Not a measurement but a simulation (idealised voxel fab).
Process module, titled voxel released beams
Shown is cross-section cut, with a width of 205 nm and square cells of size 5 nm.
Notation: cross-section as square-cell grid; stated in bands, top first, going down; one or more cell rows per band. Each band's line starts with the height of the band's top and of its bottom, in nm. Then come its materials from left to right, each with its width in nm. One material with "everywhere" fills the band from edge to edge. "blank" is empty space. Heights are measured from 0, the level below which the as-received wafer is all one material; the lowest band has no bottom and continues downward, written as in "0 down". When a width is written as two numbers, as in "30 to 40", the first number is the width in the top row of cells of the band and the second is the width in its bottom row, and the width changes by the same amount from each row to the next. "identical to before" (step): cross-section cells unchanged, all of them. You'll see "Closed void inventory" listing empty spaces that have no way open to the top, as long as they're 8 cells or more; the notation is width x height at distance, where the distance is from the left edge, and all of it is in nm. Read whatever lies past the settings on a step's line as the simulator's own remark about the step. Regarding "overlay nm": on a step with a mask, it is the distance the mask lay to the right of its planned place; a negative value places it to the left.

Steps planned for the process:
step 1: RECEIVE: material Si
step 2: CONFORMAL_DEP: material Al2O3, thk nm 10
step 3: DIRECTIONAL_DEP: material SiO2, thk nm 10
step 4: DIRECTIONAL_DEP: material aC, thk nm 10
step 5: PATTERN: tone open, mask id ANCHOR, material resist, width nm 35, thk nm 25, overlay nm -15
step 6: DIRECTIONAL_ETCH: etch materials aC, depth nm 10
step 7: STRIP: etch materials resist
step 8: DIRECTIONAL_ETCH: etch materials SiO2, depth nm 10
step 9: STRIP: etch materials aC
step 10: CONFORMAL_DEP: material polySi, thk nm 15
step 11: MASKED_ETCH: tone cover, mask id BEAM, width nm 85, etch materials polySi, depth nm 15, overlay nm 0
step 12: STRIP: etch materials SiO2
Be aware that, although all wafers share a common starting state, the overlay nm at step 5 differs among them, and the plan displays the first wafer's value.

Step 1 complete: as-received cross-section of the first of several wafers:
> 0 down = Si everywhere
> Closed void inventory: none

Below, a row for every wafer. Read it as the end-of-module picture: for each material the wafer shows its cells gained (+) or lost (-) since it was received, and then its closed voids:
overlay nm -15; +82 Al2O3; +63 polySi; Closed void inventory: none
overlay nm -10; +82 Al2O3; +63 polySi; Closed void inventory: none
overlay nm -5; +82 Al2O3; +63 polySi; Closed void inventory: none
overlay nm 0; +82 Al2O3; +63 polySi; Closed void inventory: none
overlay nm 5; +82 Al2O3; +63 polySi; Closed void inventory: none
overlay nm 10; +82 Al2O3; +63 polySi; Closed void inventory: none
overlay nm 15; +82 Al2O3; +63 polySi; Closed void inventory: none
